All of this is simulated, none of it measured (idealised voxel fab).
This section sets out a process module, namely voxel spacer lines.
Cross-section cut spans 165 nm and uses square cells 5 nm in size.
Each cross-section below is a grid of square cells, stated as bands in top-down order, with one or more rows of cells making up each band.
A band entry consists of two parts. The first gives the height of the band's top and the height of its bottom, in nm. The rest lists the band's materials from left to right, each with its width in nm. A single material labelled with the word "everywhere" fills the band from edge to edge, and the word "air" marks empty space.
Below 0: as-received wafer, all one material; heights counted from there. Lowest band: no bottom, goes on down, written "from 0 down".
It should be noted that a width expressed as "30->40" varies in equal increments from row to row of cells within the band, taking the value of the first number at the top row and that of the second number at the bottom row.
"remained unchanged" after a step means that no cell of the cross-section changed.
"Sealed internal voids" - sealed voids, min. 8 cells, no opening to top; format: width x height at distance (distance from left edge; nm throughout).
That trailing text on a step's line, after the settings, is the simulator's own remark on the step.
overlay nm: on a step with a mask, how far right of its planned place the mask lay; negative means left.
Intended process steps
1. RECEIVE, material Si
2. CONFORMAL_DEP, material Al2O3, thk nm 5
3. DIRECTIONAL_DEP, material polySi, thk nm 15
4. DIRECTIONAL_DEP, material aC, thk nm 25
5. PATTERN, tone cover, mask id MANDREL, material resist, width nm 20, pitch nm 60, thk nm 30, overlay nm 0
6. DIRECTIONAL_ETCH, etch materials aC, depth nm 25
7. STRIP, etch materials resist
8. CONFORMAL_DEP, material SiO2, thk nm 10
9. DIRECTIONAL_ETCH, etch materials SiO2, depth nm 10
10. STRIP, etch materials aC
11. DIRECTIONAL_ETCH, etch materials polySi, depth nm 15
12. STRIP, etch materials SiO2
First out of two wafers; run went to plan
as received, after step 1
	from 0 down  Si everywhere
	Sealed internal voids: none
Cross-section of the wafer after step 2
	from 5 to 0  Al2O3 everywhere
	Rest of section, below 0: as before.
Cross-section of the wafer after step 3
	from 20 to 5  polySi everywhere
	Rest of section, below 5: as before.
Cross-section of the wafer after step 4
	from 45 to 20  aC everywhere
	Rest of section, below 20: as before.
Cross-section of the wafer after step 5
	from 75 to 45  40 nm air, 20 nm resist, 40 nm air, 20 nm resist, 45 nm air
	Rest of section, below 45: as before.
Cross-section of the wafer after step 6
	from 50 to 45  40 nm air, 20 nm resist, 40 nm air, 20 nm resist, 45 nm air
	from 45 to 20  40 nm air, 20 nm aC, 40 nm air, 20 nm aC, 45 nm air
	Rest of section, below 20: as before.
Cross-section of the wafer after step 7
	from 45 to 20  40 nm air, 20 nm aC, 40 nm air, 20 nm aC, 45 nm air
	Rest of section, below 20: as before.
Cross-section of the wafer after step 8
	from 55 to 45  30 nm air, 40 nm SiO2, 20 nm air, 40 nm SiO2, 35 nm air
	from 45 to 30  30 nm air, 10 nm SiO2, 20 nm aC, 10 nm SiO2, 20 nm air, 10 nm SiO2, 20 nm aC, 10 nm SiO2, 35 nm air
	from 30 to 20  40 nm SiO2, 20 nm aC, 40 nm SiO2, 20 nm aC, 45 nm SiO2
	Rest of section, below 20: as before.
Cross-section of the wafer after step 9
	from 45 to 20  30 nm air, 10 nm SiO2, 20 nm aC, 10 nm SiO2, 20 nm air, 10 nm SiO2, 20 nm aC, 10 nm SiO2, 35 nm air
	Rest of section, below 20: as before.
Cross-section of the wafer after step 10
	from 45 to 20  30 nm air, 10 nm SiO2, 20 nm air, 10 nm SiO2, 20 nm air, 10 nm SiO2, 20 nm air, 10 nm SiO2, 35 nm air
	Rest of section, below 20: as before.
Cross-section of the wafer after step 11
	from 45 to 20  30 nm air, 10 nm SiO2, 20 nm air, 10 nm SiO2, 20 nm air, 10 nm SiO2, 20 nm air, 10 nm SiO2, 35 nm air
	from 20 to 5  30 nm air, 10 nm polySi, 20 nm air, 10 nm polySi, 20 nm air, 10 nm polySi, 20 nm air, 10 nm polySi, 35 nm air
	Rest of section, below 5: as before.
Cross-section of the wafer after step 12
	from 20 to 5  30 nm air, 10 nm polySi, 20 nm air, 10 nm polySi, 20 nm air, 10 nm polySi, 20 nm air, 10 nm polySi, 35 nm air
	Rest of section, below 5: as before.
The second wafer: identical to the first at the outset and in its planned sequence, differing only in that one mistake was made during processing; up to and including step 4, its path is the first wafer's path
Cross-section, second wafer, at the end time the plan gives for step 5
	from 75 to 45  35 nm air, 30 nm resist, 30 nm air, 30 nm resist, 40 nm air
	Rest of section, below 45: as before.
Cross-section, second wafer, at the end time the plan gives for step 6
	from 50 to 45  35 nm air, 30 nm resist, 30 nm air, 30 nm resist, 40 nm air
	from 45 to 20  35 nm air, 30 nm aC, 30 nm air, 30 nm aC, 40 nm air
	Rest of section, below 20: as before.
Cross-section, second wafer, at the end time the plan gives for step 7
	from 45 to 20  35 nm air, 30 nm aC, 30 nm air, 30 nm aC, 40 nm air
	Rest of section, below 20: as before.
Cross-section, second wafer, at the end time the plan gives for step 8
	from 55 to 45  25 nm air, 50 nm SiO2, 10 nm air, 50 nm SiO2, 30 nm air
	from 45 to 30  25 nm air, 10 nm SiO2, 30 nm aC, 10 nm SiO2, 10 nm air, 10 nm SiO2, 30 nm aC, 10 nm SiO2, 30 nm air
	from 30 to 20  35 nm SiO2, 30 nm aC, 30 nm SiO2, 30 nm aC, 40 nm SiO2
	Rest of section, below 20: as before.
Cross-section, second wafer, at the end time the plan gives for step 9
	from 45 to 20  25 nm air, 10 nm SiO2, 30 nm aC, 10 nm SiO2, 10 nm air, 10 nm SiO2, 30 nm aC, 10 nm SiO2, 30 nm air
	Rest of section, below 20: as before.
Cross-section, second wafer, at the end time the plan gives for step 10
	from 45 to 20  25 nm air, 10 nm SiO2, 30 nm air, 10 nm SiO2, 10 nm air, 10 nm SiO2, 30 nm air, 10 nm SiO2, 30 nm air
	Rest of section, below 20: as before.
Cross-section, second wafer, at the end time the plan gives for step 11
	from 45 to 20  25 nm air, 10 nm SiO2, 30 nm air, 10 nm SiO2, 10 nm air, 10 nm SiO2, 30 nm air, 10 nm SiO2, 30 nm air
	from 20 to 5  25 nm air, 10 nm polySi, 30 nm air, 10 nm polySi, 10 nm air, 10 nm polySi, 30 nm air, 10 nm polySi, 30 nm air
	Rest of section, below 5: as before.
Cross-section, second wafer, at the end time the plan gives for step 12
	from 20 to 5  25 nm air, 10 nm polySi, 30 nm air, 10 nm polySi, 10 nm air, 10 nm polySi, 30 nm air, 10 nm polySi, 30 nm air
	Rest of section, below 5: as before.
So what did we get wrong on this run? it should be noted that step 5 was executed with settings other than those planned, the operation and settings actually applied being PATTERN, tone cover, mask id MANDREL, material resist, width nm 30, pitch nm 60, thk nm 30, overlay nm 0
If you tally the cells, the second wafer ends up with the same amount of every material as the first; it's all just sitting in different places.
